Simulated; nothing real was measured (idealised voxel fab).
Documented hereafter: the process module known as voxel double patterning.
Displayed cross-section: cut, width of 250 nm, square cells sized 5 nm.
Notation: cross-section as square-cell grid; stated in bands, top first, going down; one or more cell rows per band.
Within each band entry, the heights of the top and of the bottom of the band appear first, in that order and in nm; the materials of the band then follow from left to right, each with its corresponding width in nm. The designation "all across" on a single material indicates that it fills the band from edge to edge; the designation "blank" indicates empty space.
Convention: height 0 is the level below which the wafer, as received, is all one material. The lowest band does not terminate at the bottom but continues downward, represented as "0 -> down".
Read "30..40" as a graded width: first number on top, second number at the bottom, same change between each pair of neighbouring rows.
A step reported as "nothing altered" is a step in which no cell of the cross-section changed.
So "Closed voids list" is basically the list of trapped voids: any empty space of 8 cells or more that can't reach the top through an opening. They're written width x height at distance, the distance being from the left edge, and it's all nm.
What comes after the settings on a step's line is commentary from the simulator itself on that step.
The line of a step may include "overlay nm". On a step with a mask, this value is how far to the right of its planned place the mask lay. A negative value means the mask lay to the left.

-- This section lists the process steps that were planned
1) RECEIVE | material Si
2) CONFORMAL_DEP | material SiO2 | thk nm 5
3) DIRECTIONAL_DEP | material polySi | thk nm 10
4) DIRECTIONAL_DEP | material SiCN | thk nm 10
5) DIRECTIONAL_DEP | material aC | thk nm 10
6) PATTERN | tone open | mask id FIRST | material resist | width nm 15 | pitch nm 50 | thk nm 25 | overlay nm 0
7) DIRECTIONAL_ETCH | etch materials aC | depth nm 10
8) STRIP | etch materials resist
9) DIRECTIONAL_ETCH | etch materials SiCN | depth nm 10
10) STRIP | etch materials aC
11) PATTERN | tone open | mask id SECOND | material resist | width nm 15 | pitch nm 50 | thk nm 20 | overlay nm 0
12) DIRECTIONAL_ETCH | etch materials SiCN | depth nm 10
13) STRIP | etch materials resist
14) DIRECTIONAL_ETCH | etch materials polySi | depth nm 10
15) STRIP | etch materials SiCN

-- Delivered wafer in cross-section: state after step 1
0 -> down  Si all across
Closed voids list: none

-- End-of-module cross-section of the first of two wafers, processed as planned
15 -> 5  polySi: 65 / blank: 15 / polySi: 10 / blank: 15 / polySi: 10 / blank: 15 / polySi: 10 / blank: 15 / polySi: 10 / blank: 15 / polySi: 70
5 -> 0  SiO2 all across
0 -> down  Si all across
Closed voids list: none

-- What the second wafer looks like in cross-section once the module is done. Its start and its plan matched the first wafer's exactly; what differed was one mistake in how it was run
15 -> 5  polySi: 55 / blank: 15 / polySi: 20 / blank: 30 / polySi: 20 / blank: 30 / polySi: 80
5 -> 0  SiO2 all across
0 -> down  Si all across
Closed voids list: none
Nonconformance to the process plan: for step 6, the planned setting was not used; the step was instead run as PATTERN | tone open | mask id FIRST | material resist | width nm 15 | pitch nm 50 | thk nm 25 | overlay nm -10
When the process is done, the second wafer contains the same cell count of every material as the first wafer, but distributed over other locations.
